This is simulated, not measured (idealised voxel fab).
The process module presented herein is designated voxel ribs on slabs.
FYI the section here is cut, 155 nm wide, cells are 5 nm squares.
Notation: cross-section as square-cell grid; stated in bands, top first, going down; one or more cell rows per band. The band entry comprises the height of the band's top followed by the height of its bottom, expressed in nm, and subsequently the band's materials from left to right, each stated together with its width in nm. Where a single material is marked with the word "throughout", that material fills the band from edge to edge. The word "air" represents empty space. Beneath 0, the wafer as received is one material, and that level is where height counting begins. The lowest band goes on downward without a bottom; it is written like "0 -> down". Quick explanation for "30..40": the width changes in equal steps down the rows of cells, from the first number in the band's top row to the second number in its bottom row. Reading "remained unchanged" for a step: not a cell of the cross-section changed in it. The entry "Closed void entries" lists the empty spaces that cover at least 8 cells and have no open path to the top. Each is written as width x height at distance, where the distance is measured from the left edge and all three values are in nm. The remark found on a step's line after its settings is issued by the simulator itself and pertains to that step. Regarding "overlay nm": on a step with a mask, it is the distance the mask lay to the right of its planned place; a negative value places it to the left.

### List of planned process steps
1,RECEIVE | material Si
2,DIRECTIONAL_DEP | material SiO2 | thk nm 25
3,DIRECTIONAL_DEP | material SiN | thk nm 20
4,DIRECTIONAL_DEP | material aC | thk nm 15
5,PATTERN | tone cover | mask id RIB | material resist | width nm 30 | thk nm 35 | overlay nm 0
6,DIRECTIONAL_ETCH | etch materials aC | depth nm 15
7,STRIP | etch materials resist
8,DIRECTIONAL_ETCH | etch materials SiN | depth nm 10
9,STRIP | etch materials aC
10,DIRECTIONAL_DEP | material aC | thk nm 15
11,PATTERN | tone cover | mask id SLAB | material resist | width nm 60 | thk nm 30 | overlay nm 0
12,DIRECTIONAL_ETCH | etch materials aC | depth nm 15
13,STRIP | etch materials resist
14,DIRECTIONAL_ETCH | etch materials SiN | depth nm 10
15,STRIP | etch materials aC
16,FILL_DEP | material SiO2 | thk nm 20
17,CMP | height nm 55
18,DIRECTIONAL_DEP | material TiN | thk nm 10
19,PATTERN | tone cover | mask id HEATER | material resist | width nm 40 | thk nm 20 | overlay nm 0
20,DIRECTIONAL_ETCH | etch materials TiN | depth nm 10
21,STRIP | etch materials resist
22,CONFORMAL_DEP | material SiN | thk nm 5

### Cross-sectional view of the wafer in its as-received condition, corresponding to the state after step 1
0 -> down | Si throughout
Closed void entries: none

### Cross-section: first of two wafers, module finished, run according to plan
70 -> 65 | 50 of air / 50 of SiN / 55 of air
65 -> 60 | 50 of air / 5 of SiN / 40 of TiN / 5 of SiN / 55 of air
60 -> 55 | 55 of SiN / 40 of TiN / 60 of SiN
55 -> 45 | SiO2 throughout
45 -> 35 | 60 of SiO2 / 30 of SiN / 65 of SiO2
35 -> 25 | 45 of SiO2 / 60 of SiN / 50 of SiO2
25 -> 0 | SiO2 throughout
0 -> down | Si throughout
Closed void entries: none

### Wafer two, end of module, cross-section. Same start, same plan as wafer one. One mistake in the run
70 -> 65 | 50 of air / 50 of SiN / 55 of air
65 -> 60 | 50 of air / 5 of SiN / 40 of TiN / 5 of SiN / 55 of air
60 -> 55 | 55 of SiN / 40 of TiN / 60 of SiN
55 -> 50 | 45 of SiO2 / 60 of SiN / 50 of SiO2
50 -> 0 | SiO2 throughout
0 -> down | Si throughout
Closed void entries: none
Diagnosis: plan step 2 was twice executed
Upon completion, the second wafer contains, in terms of cells, a greater or smaller amount of certain materials than the first wafer: 24 fewer of SiN, 24 more of SiO2
